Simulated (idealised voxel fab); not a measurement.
The process module that follows is named voxel spacer lines.
Displayed cross-section: cut, width of 295 nm, square cells sized 5 nm.
We lay out every cross-section as a grid of square cells and spell it out in bands from the top down, where one band means one or more rows of cells. What a band's entry tells you: where the top is and where the bottom is, as heights in nm, and after that what lies inside, material by material from left to right, each with its width in nm. Empty space is written as the word "blank", and a single material marked with the word "throughout" occupies the band from edge to edge. Height 0 is the level under which the wafer as received is all one material. The lowest band goes on downwards, as in "0..down". With a width like "30->40", each row of cells in the band differs from the next by the same amount, the top row carrying the first number and the bottom row the second. "nothing got changed" -> step changed no cross-section cell. Voids not open to the top, 8 cells minimum: see "Voids, sealed". Written width x height at distance; distance is from the left edge; nm. Whatever follows a step's settings on its line is a remark the simulator itself makes about that step. A step's line can hold "overlay nm"; with a mask on that step, the setting says how far right of the planned place the mask lay, while a negative setting says it lay to the left.

-- The planned process steps are enumerated hereunder
1) RECEIVE (material Si)
2) CONFORMAL_DEP (material Al2O3; thk nm 5)
3) DIRECTIONAL_DEP (material W; thk nm 15)
4) DIRECTIONAL_DEP (material aC; thk nm 20)
5) PATTERN (tone cover; mask id MANDREL; material resist; width nm 20; pitch nm 60; thk nm 25; overlay nm 0)
6) DIRECTIONAL_ETCH (etch materials aC; depth nm 20)
7) STRIP (etch materials resist)
8) CONFORMAL_DEP (material SiN; thk nm 10)
9) DIRECTIONAL_ETCH (etch materials SiN; depth nm 10)
10) STRIP (etch materials aC)
11) DIRECTIONAL_ETCH (etch materials W; depth nm 15)
12) STRIP (etch materials SiN)
13) FILL_DEP (material lowk; thk nm 5)
14) CMP (height nm 20)

-- Delivered wafer in cross-section: state after step 1
* 0..down  Si throughout
* Voids, sealed: none

-- Cross-sectional image of the first of two wafers at the end of the module, the run having proceeded as planned
* 20..5  lowk 65 nm; W 10 nm; lowk 20 nm; W 10 nm; lowk 20 nm; W 10 nm; lowk 20 nm; W 10 nm; lowk 20 nm; W 10 nm; lowk 20 nm; W 10 nm; lowk 70 nm
* 5..0  Al2O3 throughout
* 0..down  Si throughout
* Voids, sealed: none

-- Cross-section at end of module for the second wafer of two, which matched the first in starting point and plan and differed by one mistake in its processing
* 20..5  SiN 65 nm; W 10 nm; SiN 20 nm; W 10 nm; SiN 20 nm; W 10 nm; SiN 20 nm; W 10 nm; SiN 20 nm; W 10 nm; SiN 20 nm; W 10 nm; SiN 70 nm
* 5..0  Al2O3 throughout
* 0..down  Si throughout
* Voids, sealed: none
Error vs. plan: step 13: run off-plan, actual operation and settings FILL_DEP (material SiN; thk nm 5)
Final tally in cells, some materials are higher or lower on the second wafer than on the first: SiN: 141 more, lowk: 141 fewer
